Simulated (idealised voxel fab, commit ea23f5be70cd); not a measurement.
The process module presented herein is designated voxel double patterning.
Section cut is 180 nm wide and gridded with 5 nm square cells.
Each cross-section below is a grid of square cells, stated as bands in top-down order, with one or more rows of cells making up each band. Top, bottom (nm), then materials left to right with widths (nm); lone material tagged "throughout" fills the whole band edge to edge; "air" = empty space. It should be noted that heights are counted from 0, beneath which the wafer as supplied is of one material throughout, and that the lowest band possesses no lower boundary but continues downward, as written in "0 and below". The width entry "30..40" should be interpreted row by row: the top row of cells in the band takes the first number, the bottom row takes the second number, and the change between adjacent rows is uniform throughout. Given "no change occurred" for a step, no cell of the cross-section differs between before and after that step. In "Closed void roster" the enclosed voids are listed, meaning empty spaces of 8 cells or larger without any opening to the top. The form is width x height at distance, distance from the left edge, units nm. Note: text after step settings on the step line = simulator remark on that step. overlay nm: step with mask; distance mask lay right of planned place; negative value = left of planned place. Reading guide: pairs of cross-sections, before and after one process step; after view cut off at lowest changed band; step and settings listed under each pair. Pairs may stem from different runs of this module on the same starting wafer; continuity with the pair above only where the "Ex-ante state" entry states it.

Ex-ante state
- 0 and below | Si throughout
- Closed void roster: none

After the Step
- 10 down to 0 | SiO2 throughout
- Lower than 0, everything is as it was.
- Closed void roster: none
It is this step that lies between the two cross-sections above: CONFORMAL_DEP (material SiO2; thk nm 10)

Ex-ante state: the pre-step structure is the one depicted after the step in the pair just above.

After the Step
- 30 down to 10 | polySi throughout
- Lower than 10, everything is as it was.
- Closed void roster: none
It is this step that lies between the two cross-sections above: DIRECTIONAL_DEP (material polySi; thk nm 20)

Ex-ante state: the pre-step structure is the one depicted after the step in the pair just above.

After the Step
- 35 down to 30 | SiN throughout
- Lower than 30, everything is as it was.
- Closed void roster: none
It is this step that lies between the two cross-sections above: DIRECTIONAL_DEP (material SiN; thk nm 5)

Ex-ante state: the pre-step structure is the one depicted after the step in the pair just above.

After the Step
- 45 down to 35 | aC throughout
- Lower than 35, everything is as it was.
- Closed void roster: none
It is this step that lies between the two cross-sections above: DIRECTIONAL_DEP (material aC; thk nm 10)

Ex-ante state: the pre-step structure is the one depicted after the step in the pair just above.

After the Step
- 70 down to 45 | 30 of resist, then 15 of air, then 35 of resist, then 15 of air, then 35 of resist, then 15 of air, then 35 of resist
- Lower than 45, everything is as it was.
- Closed void roster: none
It is this step that lies between the two cross-sections above: PATTERN (tone open; mask id FIRST; material resist; width nm 15; pitch nm 50; thk nm 25; overlay nm 0)

Ex-ante state: the pre-step structure is the one depicted after the step in the pair just above.

After the Step
- 60 down to 45 | 30 of resist, then 15 of air, then 35 of resist, then 15 of air, then 35 of resist, then 15 of air, then 35 of resist
- 45 down to 35 | 30 of aC, then 15 of air, then 35 of aC, then 15 of air, then 35 of aC, then 15 of air, then 35 of aC
- Lower than 35, everything is as it was.
- Closed void roster: none
It is this step that lies between the two cross-sections above: DIRECTIONAL_ETCH (etch materials aC; depth nm 10)

Ex-ante state: the pre-step structure is the one depicted after the step in the pair just above.

After the Step
- 45 down to 35 | 30 of aC, then 15 of air, then 35 of aC, then 15 of air, then 35 of aC, then 15 of air, then 35 of aC
- Lower than 35, everything is as it was.
- Closed void roster: none
It is this step that lies between the two cross-sections above: STRIP (etch materials resist)

Ex-ante state: the pre-step structure is the one depicted after the step in the pair just above.

After the Step
- 45 down to 35 | 30 of aC, then 15 of air, then 35 of aC, then 15 of air, then 35 of aC, then 15 of air, then 35 of aC
- 35 down to 30 | 30 of SiN, then 15 of air, then 35 of SiN, then 15 of air, then 35 of SiN, then 15 of air, then 35 of SiN
- Lower than 30, everything is as it was.
- Closed void roster: none
It is this step that lies between the two cross-sections above: DIRECTIONAL_ETCH (etch materials SiN; depth nm 5)

Ex-ante state: the pre-step structure is the one depicted after the step in the pair just above.

After the Step
- 35 down to 30 | 30 of SiN, then 15 of air, then 35 of SiN, then 15 of air, then 35 of SiN, then 15 of air, then 35 of SiN
- Lower than 30, everything is as it was.
- Closed void roster: none
It is this step that lies between the two cross-sections above: STRIP (etch materials aC)

Ex-ante state: the pre-step structure is the one depicted after the step in the pair just above.

After the Step
- 50 down to 45 | 30 of aC, then 15 of air, then 35 of aC, then 15 of air, then 35 of aC, then 15 of air, then 35 of aC
- 45 down to 35 | aC throughout
- 35 down to 30 | 30 of SiN, then 15 of aC, then 35 of SiN, then 15 of aC, then 35 of SiN, then 15 of aC, then 35 of SiN
- Lower than 30, everything is as it was.
- Closed void roster: none
It is this step that lies between the two cross-sections above: DIRECTIONAL_DEP (material aC; thk nm 15)

Ex-ante state: the pre-step structure is the one depicted after the step in the pair just above.

After the Step
- 80 down to 50 | 55 of resist, then 15 of air, then 35 of resist, then 15 of air, then 60 of resist
- 50 down to 45 | 30 of aC, then 15 of resist, then 35 of aC, then 15 of resist, then 35 of aC, then 15 of resist, then 35 of aC
- Lower than 45, everything is as it was.
- Closed void roster: none
It is this step that lies between the two cross-sections above: PATTERN (tone open; mask id SECOND; material resist; width nm 15; pitch nm 50; thk nm 30; overlay nm 0)

Ex-ante state: the pre-step structure is the one depicted after the step in the pair just above.

After the Step
- 65 down to 50 | 55 of resist, then 15 of air, then 35 of resist, then 15 of air, then 60 of resist
- 50 down to 45 | 30 of aC, then 15 of resist, then 10 of aC, then 15 of air, then 10 of aC, then 15 of resist, then 10 of aC, then 15 of air, then 10 of aC, then 15 of resist, then 35 of aC
- 45 down to 35 | 55 of aC, then 15 of air, then 35 of aC, then 15 of air, then 60 of aC
- Lower than 35, everything is as it was.
- Closed void roster: none
It is this step that lies between the two cross-sections above: DIRECTIONAL_ETCH (etch materials aC; depth nm 15)

Ex-ante state: the pre-step structure is the one depicted after the step in the pair just above.

After the Step
- 50 down to 45 | 30 of aC, then 15 of air, then 10 of aC, then 15 of air, then 10 of aC, then 15 of air, then 10 of aC, then 15 of air, then 10 of aC, then 15 of air, then 35 of aC
- Lower than 45, everything is as it was.
- Closed void roster: none
It is this step that lies between the two cross-sections above: STRIP (etch materials resist)

Ex-ante state: the pre-step structure is the one depicted after the step in the pair just above.

After the Step
- 50 down to 45 | 30 of aC, then 15 of air, then 10 of aC, then 15 of air, then 10 of aC, then 15 of air, then 10 of aC, then 15 of air, then 10 of aC, then 15 of air, then 35 of aC
- 45 down to 35 | 55 of aC, then 15 of air, then 35 of aC, then 15 of air, then 60 of aC
- 35 down to 30 | 30 of SiN, then 15 of aC, then 10 of SiN, then 15 of air, then 10 of SiN, then 15 of aC, then 10 of SiN, then 15 of air, then 10 of SiN, then 15 of aC, then 35 of SiN
- Lower than 30, everything is as it was.
- Closed void roster: none
It is this step that lies between the two cross-sections above: DIRECTIONAL_ETCH (etch materials SiN; depth nm 5)

Ex-ante state: the pre-step structure is the one depicted after the step in the pair just above.

After the Step
- 35 down to 30 | 30 of SiN, then 15 of air, then 10 of SiN, then 15 of air, then 10 of SiN, then 15 of air, then 10 of SiN, then 15 of air, then 10 of SiN, then 15 of air, then 35 of SiN
- Lower than 30, everything is as it was.
- Closed void roster: none
It is this step that lies between the two cross-sections above: STRIP (etch materials aC)

Ex-ante state: the pre-step structure is the one depicted after the step in the pair just above.

After the Step
- 35 down to 30 | 30 of SiN, then 15 of air, then 10 of SiN, then 15 of air, then 10 of SiN, then 15 of air, then 10 of SiN, then 15 of air, then 10 of SiN, then 15 of air, then 35 of SiN
- 30 down to 10 | 30 of polySi, then 15 of air, then 10 of polySi, then 15 of air, then 10 of polySi, then 15 of air, then 10 of polySi, then 15 of air, then 10 of polySi, then 15 of air, then 35 of polySi
- Lower than 10, everything is as it was.
- Closed void roster: none
It is this step that lies between the two cross-sections above: DIRECTIONAL_ETCH (etch materials polySi; depth nm 20)

Ex-ante state: the pre-step structure is the one depicted after the step in the pair just above.

After the Step
- 30 down to 10 | 30 of polySi, then 15 of air, then 10 of polySi, then 15 of air, then 10 of polySi, then 15 of air, then 10 of polySi, then 15 of air, then 10 of polySi, then 15 of air, then 35 of polySi
- Lower than 10, everything is as it was.
- Closed void roster: none
It is this step that lies between the two cross-sections above: STRIP (etch materials SiN)

Ex-ante state
- 0 and below | Si throughout
- Closed void roster: none

After the Step
- 20 down to 0 | polySi throughout
- Lower than 0, everything is as it was.
- Closed void roster: none
It is this step that lies between the two cross-sections above: DIRECTIONAL_DEP (material polySi; thk nm 20)

Ex-ante state: the pre-step structure is the one depicted after the step in the pair just above.

After the Step
- 25 down to 20 | SiN throughout
- Lower than 20, everything is as it was.
- Closed void roster: none
It is this step that lies between the two cross-sections above: DIRECTIONAL_DEP (material SiN; thk nm 5)

Ex-ante state: the pre-step structure is the one depicted after the step in the pair just above.

After the Step
- 35 down to 25 | aC throughout
- Lower than 25, everything is as it was.
- Closed void roster: none
It is this step that lies between the two cross-sections above: DIRECTIONAL_DEP (material aC; thk nm 10)

Ex-ante state: the pre-step structure is the one depicted after the step in the pair just above.

After the Step
- 60 down to 35 | 30 of resist, then 15 of air, then 35 of resist, then 15 of air, then 35 of resist, then 15 of air, then 35 of resist
- Lower than 35, everything is as it was.
- Closed void roster: none
It is this step that lies between the two cross-sections above: PATTERN (tone open; mask id FIRST; material resist; width nm 15; pitch nm 50; thk nm 25; overlay nm 0)

Ex-ante state: the pre-step structure is the one depicted after the step in the pair just above.

After the Step
- 50 down to 35 | 30 of resist, then 15 of air, then 35 of resist, then 15 of air, then 35 of resist, then 15 of air, then 35 of resist
- 35 down to 25 | 30 of aC, then 15 of air, then 35 of aC, then 15 of air, then 35 of aC, then 15 of air, then 35 of aC
- Lower than 25, everything is as it was.
- Closed void roster: none
It is this step that lies between the two cross-sections above: DIRECTIONAL_ETCH (etch materials aC; depth nm 10)

Ex-ante state: the pre-step structure is the one depicted after the step in the pair just above.

After the Step
- 35 down to 25 | 30 of aC, then 15 of air, then 35 of aC, then 15 of air, then 35 of aC, then 15 of air, then 35 of aC
- Lower than 25, everything is as it was.
- Closed void roster: none
It is this step that lies between the two cross-sections above: STRIP (etch materials resist)

Ex-ante state: the pre-step structure is the one depicted after the step in the pair just above.

After the Step
- 35 down to 25 | 30 of aC, then 15 of air, then 35 of aC, then 15 of air, then 35 of aC, then 15 of air, then 35 of aC
- 25 down to 20 | 30 of SiN, then 15 of air, then 35 of SiN, then 15 of air, then 35 of SiN, then 15 of air, then 35 of SiN
- Lower than 20, everything is as it was.
- Closed void roster: none
It is this step that lies between the two cross-sections above: DIRECTIONAL_ETCH (etch materials SiN; depth nm 5)

Ex-ante state: the pre-step structure is the one depicted after the step in the pair just above.

After the Step
- 25 down to 20 | 30 of SiN, then 15 of air, then 35 of SiN, then 15 of air, then 35 of SiN, then 15 of air, then 35 of SiN
- Lower than 20, everything is as it was.
- Closed void roster: none
It is this step that lies between the two cross-sections above: STRIP (etch materials aC)

Ex-ante state: the pre-step structure is the one depicted after the step in the pair just above.

After the Step
- 40 down to 35 | 30 of aC, then 15 of air, then 35 of aC, then 15 of air, then 35 of aC, then 15 of air, then 35 of aC
- 35 down to 25 | aC throughout
- 25 down to 20 | 30 of SiN, then 15 of aC, then 35 of SiN, then 15 of aC, then 35 of SiN, then 15 of aC, then 35 of SiN
- Lower than 20, everything is as it was.
- Closed void roster: none
It is this step that lies between the two cross-sections above: DIRECTIONAL_DEP (material aC; thk nm 15)

Ex-ante state: the pre-step structure is the one depicted after the step in the pair just above.

After the Step
- 70 down to 40 | 55 of resist, then 15 of air, then 35 of resist, then 15 of air, then 60 of resist
- 40 down to 35 | 30 of aC, then 15 of resist, then 35 of aC, then 15 of resist, then 35 of aC, then 15 of resist, then 35 of aC
- Lower than 35, everything is as it was.
- Closed void roster: none
It is this step that lies between the two cross-sections above: PATTERN (tone open; mask id SECOND; material resist; width nm 15; pitch nm 50; thk nm 30; overlay nm 0)

Ex-ante state: the pre-step structure is the one depicted after the step in the pair just above.

After the Step
- 55 down to 40 | 55 of resist, then 15 of air, then 35 of resist, then 15 of air, then 60 of resist
- 40 down to 35 | 30 of aC, then 15 of resist, then 10 of aC, then 15 of air, then 10 of aC, then 15 of resist, then 10 of aC, then 15 of air, then 10 of aC, then 15 of resist, then 35 of aC
- 35 down to 25 | 55 of aC, then 15 of air, then 35 of aC, then 15 of air, then 60 of aC
- Lower than 25, everything is as it was.
- Closed void roster: none
It is this step that lies between the two cross-sections above: DIRECTIONAL_ETCH (etch materials aC; depth nm 15)

Ex-ante state: the pre-step structure is the one depicted after the step in the pair just above.

After the Step
- 40 down to 35 | 30 of aC, then 15 of air, then 10 of aC, then 15 of air, then 10 of aC, then 15 of air, then 10 of aC, then 15 of air, then 10 of aC, then 15 of air, then 35 of aC
- Lower than 35, everything is as it was.
- Closed void roster: none
It is this step that lies between the two cross-sections above: STRIP (etch materials resist)

Ex-ante state: the pre-step structure is the one depicted after the step in the pair just above.

After the Step
- 40 down to 35 | 30 of aC, then 15 of air, then 10 of aC, then 15 of air, then 10 of aC, then 15 of air, then 10 of aC, then 15 of air, then 10 of aC, then 15 of air, then 35 of aC
- 35 down to 25 | 55 of aC, then 15 of air, then 35 of aC, then 15 of air, then 60 of aC
- 25 down to 20 | 30 of SiN, then 15 of aC, then 10 of SiN, then 15 of air, then 10 of SiN, then 15 of aC, then 10 of SiN, then 15 of air, then 10 of SiN, then 15 of aC, then 35 of SiN
- Lower than 20, everything is as it was.
- Closed void roster: none
It is this step that lies between the two cross-sections above: DIRECTIONAL_ETCH (etch materials SiN; depth nm 5)

Ex-ante state: the pre-step structure is the one depicted after the step in the pair just above.

After the Step
- 25 down to 20 | 30 of SiN, then 15 of air, then 10 of SiN, then 15 of air, then 10 of SiN, then 15 of air, then 10 of SiN, then 15 of air, then 10 of SiN, then 15 of air, then 35 of SiN
- Lower than 20, everything is as it was.
- Closed void roster: none
It is this step that lies between the two cross-sections above: STRIP (etch materials aC)

Ex-ante state: the pre-step structure is the one depicted after the step in the pair just above.

After the Step
- 25 down to 20 | 30 of SiN, then 15 of air, then 10 of SiN, then 15 of air, then 10 of SiN, then 15 of air, then 10 of SiN, then 15 of air, then 10 of SiN, then 15 of air, then 35 of SiN
- 20 down to 0 | 30 of polySi, then 15 of air, then 10 of polySi, then 15 of air, then 10 of polySi, then 15 of air, then 10 of polySi, then 15 of air, then 10 of polySi, then 15 of air, then 35 of polySi
- Lower than 0, everything is as it was.
- Closed void roster: none
It is this step that lies between the two cross-sections above: DIRECTIONAL_ETCH (etch materials polySi; depth nm 20)

Ex-ante state: the pre-step structure is the one depicted after the step in the pair just above.

After the Step
- 20 down to 0 | 30 of polySi, then 15 of air, then 10 of polySi, then 15 of air, then 10 of polySi, then 15 of air, then 10 of polySi, then 15 of air, then 10 of polySi, then 15 of air, then 35 of polySi
- Lower than 0, everything is as it was.
- Closed void roster: none
It is this step that lies between the two cross-sections above: STRIP (etch materials SiN)

Ex-ante state
- 30 down to 10 | polySi throughout
- 10 down to 0 | SiO2 throughout
- 0 and below | Si throughout
- Closed void roster: none

After the Step
- 50 down to 10 | polySi throughout
- Lower than 10, everything is as it was.
- Closed void roster: none
It is this step that lies between the two cross-sections above: DIRECTIONAL_DEP (material polySi; thk nm 20)

Ex-ante state: the pre-step structure is the one depicted after the step in the pair just above.

After the Step
- 55 down to 50 | SiN throughout
- Lower than 50, everything is as it was.
- Closed void roster: none
It is this step that lies between the two cross-sections above: DIRECTIONAL_DEP (material SiN; thk nm 5)

Ex-ante state: the pre-step structure is the one depicted after the step in the pair just above.

After the Step
- 65 down to 55 | aC throughout
- Lower than 55, everything is as it was.
- Closed void roster: none
It is this step that lies between the two cross-sections above: DIRECTIONAL_DEP (material aC; thk nm 10)

Ex-ante state: the pre-step structure is the one depicted after the step in the pair just above.

After the Step
- 90 down to 65 | 30 of resist, then 15 of air, then 35 of resist, then 15 of air, then 35 of resist, then 15 of air, then 35 of resist
- Lower than 65, everything is as it was.
- Closed void roster: none
It is this step that lies between the two cross-sections above: PATTERN (tone open; mask id FIRST; material resist; width nm 15; pitch nm 50; thk nm 25; overlay nm 0)

Ex-ante state: the pre-step structure is the one depicted after the step in the pair just above.

After the Step
- 80 down to 65 | 30 of resist, then 15 of air, then 35 of resist, then 15 of air, then 35 of resist, then 15 of air, then 35 of resist
- 65 down to 55 | 30 of aC, then 15 of air, then 35 of aC, then 15 of air, then 35 of aC, then 15 of air, then 35 of aC
- Lower than 55, everything is as it was.
- Closed void roster: none
It is this step that lies between the two cross-sections above: DIRECTIONAL_ETCH (etch materials aC; depth nm 10)

Ex-ante state: the pre-step structure is the one depicted after the step in the pair just above.

After the Step
- 65 down to 55 | 30 of aC, then 15 of air, then 35 of aC, then 15 of air, then 35 of aC, then 15 of air, then 35 of aC
- Lower than 55, everything is as it was.
- Closed void roster: none
It is this step that lies between the two cross-sections above: STRIP (etch materials resist)

Ex-ante state: the pre-step structure is the one depicted after the step in the pair just above.

After the Step
- 65 down to 55 | 30 of aC, then 15 of air, then 35 of aC, then 15 of air, then 35 of aC, then 15 of air, then 35 of aC
- 55 down to 50 | 30 of SiN, then 15 of air, then 35 of SiN, then 15 of air, then 35 of SiN, then 15 of air, then 35 of SiN
- Lower than 50, everything is as it was.
- Closed void roster: none
It is this step that lies between the two cross-sections above: DIRECTIONAL_ETCH (etch materials SiN; depth nm 5)

Ex-ante state: the pre-step structure is the one depicted after the step in the pair just above.

After the Step
- 55 down to 50 | 30 of SiN, then 15 of air, then 35 of SiN, then 15 of air, then 35 of SiN, then 15 of air, then 35 of SiN
- Lower than 50, everything is as it was.
- Closed void roster: none
It is this step that lies between the two cross-sections above: STRIP (etch materials aC)

Ex-ante state: the pre-step structure is the one depicted after the step in the pair just above.

After the Step
- 70 down to 65 | 30 of aC, then 15 of air, then 35 of aC, then 15 of air, then 35 of aC, then 15 of air, then 35 of aC
- 65 down to 55 | aC throughout
- 55 down to 50 | 30 of SiN, then 15 of aC, then 35 of SiN, then 15 of aC, then 35 of SiN, then 15 of aC, then 35 of SiN
- Lower than 50, everything is as it was.
- Closed void roster: none
It is this step that lies between the two cross-sections above: DIRECTIONAL_DEP (material aC; thk nm 15)

Ex-ante state: the pre-step structure is the one depicted after the step in the pair just above.

After the Step
- 100 down to 70 | 55 of resist, then 15 of air, then 35 of resist, then 15 of air, then 60 of resist
- 70 down to 65 | 30 of aC, then 15 of resist, then 35 of aC, then 15 of resist, then 35 of aC, then 15 of resist, then 35 of aC
- Lower than 65, everything is as it was.
- Closed void roster: none
It is this step that lies between the two cross-sections above: PATTERN (tone open; mask id SECOND; material resist; width nm 15; pitch nm 50; thk nm 30; overlay nm 0)

Ex-ante state: the pre-step structure is the one depicted after the step in the pair just above.

After the Step
- 85 down to 70 | 55 of resist, then 15 of air, then 35 of resist, then 15 of air, then 60 of resist
- 70 down to 65 | 30 of aC, then 15 of resist, then 10 of aC, then 15 of air, then 10 of aC, then 15 of resist, then 10 of aC, then 15 of air, then 10 of aC, then 15 of resist, then 35 of aC
- 65 down to 55 | 55 of aC, then 15 of air, then 35 of aC, then 15 of air, then 60 of aC
- Lower than 55, everything is as it was.
- Closed void roster: none
It is this step that lies between the two cross-sections above: DIRECTIONAL_ETCH (etch materials aC; depth nm 15)

Ex-ante state: the pre-step structure is the one depicted after the step in the pair just above.

After the Step
- 70 down to 65 | 30 of aC, then 15 of air, then 10 of aC, then 15 of air, then 10 of aC, then 15 of air, then 10 of aC, then 15 of air, then 10 of aC, then 15 of air, then 35 of aC
- Lower than 65, everything is as it was.
- Closed void roster: none
It is this step that lies between the two cross-sections above: STRIP (etch materials resist)

Ex-ante state: the pre-step structure is the one depicted after the step in the pair just above.

After the Step
- 70 down to 65 | 30 of aC, then 15 of air, then 10 of aC, then 15 of air, then 10 of aC, then 15 of air, then 10 of aC, then 15 of air, then 10 of aC, then 15 of air, then 35 of aC
- 65 down to 55 | 55 of aC, then 15 of air, then 35 of aC, then 15 of air, then 60 of aC
- 55 down to 50 | 30 of SiN, then 15 of aC, then 10 of SiN, then 15 of air, then 10 of SiN, then 15 of aC, then 10 of SiN, then 15 of air, then 10 of SiN, then 15 of aC, then 35 of SiN
- Lower than 50, everything is as it was.
- Closed void roster: none
It is this step that lies between the two cross-sections above: DIRECTIONAL_ETCH (etch materials SiN; depth nm 5)

Ex-ante state: the pre-step structure is the one depicted after the step in the pair just above.

After the Step
- 55 down to 50 | 30 of SiN, then 15 of air, then 10 of SiN, then 15 of air, then 10 of SiN, then 15 of air, then 10 of SiN, then 15 of air, then 10 of SiN, then 15 of air, then 35 of SiN
- Lower than 50, everything is as it was.
- Closed void roster: none
It is this step that lies between the two cross-sections above: STRIP (etch materials aC)

Ex-ante state: the pre-step structure is the one depicted after the step in the pair just above.

After the Step
- 55 down to 50 | 30 of SiN, then 15 of air, then 10 of SiN, then 15 of air, then 10 of SiN, then 15 of air, then 10 of SiN, then 15 of air, then 10 of SiN, then 15 of air, then 35 of SiN
- 50 down to 30 | 30 of polySi, then 15 of air, then 10 of polySi, then 15 of air, then 10 of polySi, then 15 of air, then 10 of polySi, then 15 of air, then 10 of polySi, then 15 of air, then 35 of polySi
- Lower than 30, everything is as it was.
- Closed void roster: none
It is this step that lies between the two cross-sections above: DIRECTIONAL_ETCH (etch materials polySi; depth nm 20)

Ex-ante state: the pre-step structure is the one depicted after the step in the pair just above.

After the Step
- 50 down to 30 | 30 of polySi, then 15 of air, then 10 of polySi, then 15 of air, then 10 of polySi, then 15 of air, then 10 of polySi, then 15 of air, then 10 of polySi, then 15 of air, then 35 of polySi
- Lower than 30, everything is as it was.
- Closed void roster: none
It is this step that lies between the two cross-sections above: STRIP (etch materials SiN)

Ex-ante state
- 20 down to 0 | polySi throughout
- 0 and below | Si throughout
- Closed void roster: none

After the Step
- 30 down to 20 | SiO2 throughout
- Lower than 20, everything is as it was.
- Closed void roster: none
It is this step that lies between the two cross-sections above: CONFORMAL_DEP (material SiO2; thk nm 10)

Ex-ante state: the pre-step structure is the one depicted after the step in the pair just above.

After the Step
- 35 down to 30 | SiN throughout
- Lower than 30, everything is as it was.
- Closed void roster: none
It is this step that lies between the two cross-sections above: DIRECTIONAL_DEP (material SiN; thk nm 5)

Ex-ante state: the pre-step structure is the one depicted after the step in the pair just above.

After the Step
- 45 down to 35 | aC throughout
- Lower than 35, everything is as it was.
- Closed void roster: none
It is this step that lies between the two cross-sections above: DIRECTIONAL_DEP (material aC; thk nm 10)

Ex-ante state: the pre-step structure is the one depicted after the step in the pair just above.

After the Step
- 70 down to 45 | 30 of resist, then 15 of air, then 35 of resist, then 15 of air, then 35 of resist, then 15 of air, then 35 of resist
- Lower than 45, everything is as it was.
- Closed void roster: none
It is this step that lies between the two cross-sections above: PATTERN (tone open; mask id FIRST; material resist; width nm 15; pitch nm 50; thk nm 25; overlay nm 0)

Ex-ante state: the pre-step structure is the one depicted after the step in the pair just above.

After the Step
- 60 down to 45 | 30 of resist, then 15 of air, then 35 of resist, then 15 of air, then 35 of resist, then 15 of air, then 35 of resist
- 45 down to 35 | 30 of aC, then 15 of air, then 35 of aC, then 15 of air, then 35 of aC, then 15 of air, then 35 of aC
- Lower than 35, everything is as it was.
- Closed void roster: none
It is this step that lies between the two cross-sections above: DIRECTIONAL_ETCH (etch materials aC; depth nm 10)

Ex-ante state: the pre-step structure is the one depicted after the step in the pair just above.

After the Step
- 45 down to 35 | 30 of aC, then 15 of air, then 35 of aC, then 15 of air, then 35 of aC, then 15 of air, then 35 of aC
- Lower than 35, everything is as it was.
- Closed void roster: none
It is this step that lies between the two cross-sections above: STRIP (etch materials resist)

Ex-ante state: the pre-step structure is the one depicted after the step in the pair just above.

After the Step
- 45 down to 35 | 30 of aC, then 15 of air, then 35 of aC, then 15 of air, then 35 of aC, then 15 of air, then 35 of aC
- 35 down to 30 | 30 of SiN, then 15 of air, then 35 of SiN, then 15 of air, then 35 of SiN, then 15 of air, then 35 of SiN
- Lower than 30, everything is as it was.
- Closed void roster: none
It is this step that lies between the two cross-sections above: DIRECTIONAL_ETCH (etch materials SiN; depth nm 5)

Ex-ante state: the pre-step structure is the one depicted after the step in the pair just above.

After the Step
- 35 down to 30 | 30 of SiN, then 15 of air, then 35 of SiN, then 15 of air, then 35 of SiN, then 15 of air, then 35 of SiN
- Lower than 30, everything is as it was.
- Closed void roster: none
It is this step that lies between the two cross-sections above: STRIP (etch materials aC)

Ex-ante state: the pre-step structure is the one depicted after the step in the pair just above.

After the Step
- 50 down to 45 | 30 of aC, then 15 of air, then 35 of aC, then 15 of air, then 35 of aC, then 15 of air, then 35 of aC
- 45 down to 35 | aC throughout
- 35 down to 30 | 30 of SiN, then 15 of aC, then 35 of SiN, then 15 of aC, then 35 of SiN, then 15 of aC, then 35 of SiN
- Lower than 30, everything is as it was.
- Closed void roster: none
It is this step that lies between the two cross-sections above: DIRECTIONAL_DEP (material aC; thk nm 15)

Ex-ante state: the pre-step structure is the one depicted after the step in the pair just above.

After the Step
- 80 down to 50 | 55 of resist, then 15 of air, then 35 of resist, then 15 of air, then 60 of resist
- 50 down to 45 | 30 of aC, then 15 of resist, then 35 of aC, then 15 of resist, then 35 of aC, then 15 of resist, then 35 of aC
- Lower than 45, everything is as it was.
- Closed void roster: none
It is this step that lies between the two cross-sections above: PATTERN (tone open; mask id SECOND; material resist; width nm 15; pitch nm 50; thk nm 30; overlay nm 0)

Ex-ante state: the pre-step structure is the one depicted after the step in the pair just above.

After the Step
- 65 down to 50 | 55 of resist, then 15 of air, then 35 of resist, then 15 of air, then 60 of resist
- 50 down to 45 | 30 of aC, then 15 of resist, then 10 of aC, then 15 of air, then 10 of aC, then 15 of resist, then 10 of aC, then 15 of air, then 10 of aC, then 15 of resist, then 35 of aC
- 45 down to 35 | 55 of aC, then 15 of air, then 35 of aC, then 15 of air, then 60 of aC
- Lower than 35, everything is as it was.
- Closed void roster: none
It is this step that lies between the two cross-sections above: DIRECTIONAL_ETCH (etch materials aC; depth nm 15)

Ex-ante state: the pre-step structure is the one depicted after the step in the pair just above.

After the Step
- 50 down to 45 | 30 of aC, then 15 of air, then 10 of aC, then 15 of air, then 10 of aC, then 15 of air, then 10 of aC, then 15 of air, then 10 of aC, then 15 of air, then 35 of aC
- Lower than 45, everything is as it was.
- Closed void roster: none
It is this step that lies between the two cross-sections above: STRIP (etch materials resist)

Ex-ante state: the pre-step structure is the one depicted after the step in the pair just above.

After the Step
- 50 down to 45 | 30 of aC, then 15 of air, then 10 of aC, then 15 of air, then 10 of aC, then 15 of air, then 10 of aC, then 15 of air, then 10 of aC, then 15 of air, then 35 of aC
- 45 down to 35 | 55 of aC, then 15 of air, then 35 of aC, then 15 of air, then 60 of aC
- 35 down to 30 | 30 of SiN, then 15 of aC, then 10 of SiN, then 15 of air, then 10 of SiN, then 15 of aC, then 10 of SiN, then 15 of air, then 10 of SiN, then 15 of aC, then 35 of SiN
- Lower than 30, everything is as it was.
- Closed void roster: none
It is this step that lies between the two cross-sections above: DIRECTIONAL_ETCH (etch materials SiN; depth nm 5)

Ex-ante state: the pre-step structure is the one depicted after the step in the pair just above.

After the Step
- 35 down to 30 | 30 of SiN, then 15 of air, then 10 of SiN, then 15 of air, then 10 of SiN, then 15 of air, then 10 of SiN, then 15 of air, then 10 of SiN, then 15 of air, then 35 of SiN
- Lower than 30, everything is as it was.
- Closed void roster: none
It is this step that lies between the two cross-sections above: STRIP (etch materials aC)

Ex-ante state: the pre-step structure is the one depicted after the step in the pair just above.

After the Step
- 30 down to 20 | SiO2 throughout
- Lower than 20, everything is as it was.
- Closed void roster: none
It is this step that lies between the two cross-sections above: STRIP (etch materials SiN)

Ex-ante state
- 35 down to 30 | 30 of SiN, then 15 of air, then 10 of SiN, then 15 of air, then 10 of SiN, then 15 of air, then 10 of SiN, then 15 of air, then 10 of SiN, then 15 of air, then 35 of SiN
- 30 down to 10 | polySi throughout
- 10 down to 0 | SiO2 throughout
- 0 and below | Si throughout
- Closed void roster: none

After the Step
- 35 down to 30 | 30 of SiN, then 15 of air, then 10 of SiN, then 15 of air, then 10 of SiN, then 15 of air, then 10 of SiN, then 15 of air, then 10 of SiN, then 15 of air, then 35 of SiN
- 30 down to 20 | 30 of polySi, then 15 of air, then 10 of polySi, then 15 of air, then 10 of polySi, then 15 of air, then 10 of polySi, then 15 of air, then 10 of polySi, then 15 of air, then 35 of polySi
- Lower than 20, everything is as it was.
- Closed void roster: none
It is this step that lies between the two cross-sections above: DIRECTIONAL_ETCH (etch materials polySi; depth nm 10)

Ex-ante state: the pre-step structure is the one depicted after the step in the pair just above.

After the Step
- 30 down to 20 | 30 of polySi, then 15 of air, then 10 of polySi, then 15 of air, then 10 of polySi, then 15 of air, then 10 of polySi, then 15 of air, then 10 of polySi, then 15 of air, then 35 of polySi
- Lower than 20, everything is as it was.
- Closed void roster: none
It is this step that lies between the two cross-sections above: STRIP (etch materials SiN)

Ex-ante state
- 45 down to 35 | aC throughout
- 35 down to 30 | SiN throughout
- 30 down to 10 | polySi throughout
- 10 down to 0 | SiO2 throughout
- 0 and below | Si throughout
- Closed void roster: none

After the Step
- 70 down to 45 | 25 of resist, then 25 of air, then 25 of resist, then 25 of air, then 25 of resist, then 25 of air, then 30 of resist
- Lower than 45, everything is as it was.
- Closed void roster: none
It is this step that lies between the two cross-sections above: PATTERN (tone open; mask id FIRST; material resist; width nm 25; pitch nm 50; thk nm 25; overlay nm 0)

Ex-ante state: the pre-step structure is the one depicted after the step in the pair just above.

After the Step
- 60 down to 45 | 25 of resist, then 25 of air, then 25 of resist, then 25 of air, then 25 of resist, then 25 of air, then 30 of resist
- 45 down to 35 | 25 of aC, then 25 of air, then 25 of aC, then 25 of air, then 25 of aC, then 25 of air, then 30 of aC
- Lower than 35, everything is as it was.
- Closed void roster: none
It is this step that lies between the two cross-sections above: DIRECTIONAL_ETCH (etch materials aC; depth nm 10)

Ex-ante state: the pre-step structure is the one depicted after the step in the pair just above.

After the Step
- 45 down to 35 | 25 of aC, then 25 of air, then 25 of aC, then 25 of air, then 25 of aC, then 25 of air, then 30 of aC
- Lower than 35, everything is as it was.
- Closed void roster: none
It is this step that lies between the two cross-sections above: STRIP (etch materials resist)
